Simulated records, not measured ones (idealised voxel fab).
Module name: voxel lift off (process module)
The cross-section shown here is cut; it is 230 nm wide and divided into square cells measuring 5 nm on a side.
A cross-section is a grid of square cells, given in bands from the top down. A band is one or more rows of cells. Heads up on the band format: heights come first, top then bottom, in nm. After that it's the materials left to right, each with its width in nm. A single material flagged "edge to edge" fills the whole band edge to edge, and "air" means there's empty space there. Heights are expressed relative to 0, this being the level below which the as-received wafer comprises one material exclusively. The lowest band is unbounded in the downward direction and is denoted as in "0 down". With a width like "30->40", each row of cells in the band differs from the next by the same amount, the top row carrying the first number and the bottom row the second. The cross-section has no changed cell in any step marked "nothing altered". In the "Enclosed void listing" entry, you get each enclosed empty space of 8 cells or more, one with no open way to the top, written width x height at distance, distance from the left edge, in nm. Step line, after settings: the simulator's comment on this step. Steps that use a mask can have "overlay nm" on their line. It says how far the mask sat to the right of where it was meant to be. Negative means to the left.

**Intended process steps**
1) RECEIVE, material Si
2) CONFORMAL_DEP, material SiN, thk nm 15
3) PATTERN, tone open, mask id LINES, material resist, width nm 25, pitch nm 55, thk nm 15, overlay nm 0
4) DIRECTIONAL_DEP, material Ru, thk nm 5
5) STRIP, etch materials resist
6) CONFORMAL_DEP, material SiO2, thk nm 10

**Cross-sectional view of the wafer in its as-received condition, corresponding to the state after step 1**
0 down = Si edge to edge
Enclosed void listing: none

**Same starting wafer, same plan as above, one mistake in the execution; this is the cross-section at the end of the module**
15 to 10 = 35 of air; 45 of SiO2; 10 of air; 45 of SiO2; 10 of air; 45 of SiO2; 40 of air
10 to 5 = SiO2 edge to edge
5 to 0 = 45 of SiO2; 25 of Ru; 30 of SiO2; 25 of Ru; 30 of SiO2; 25 of Ru; 50 of SiO2
0 down = Si edge to edge
Enclosed void listing: none
Here's what went sideways: heads up, step 2 of the plan was skipped and never actually ran
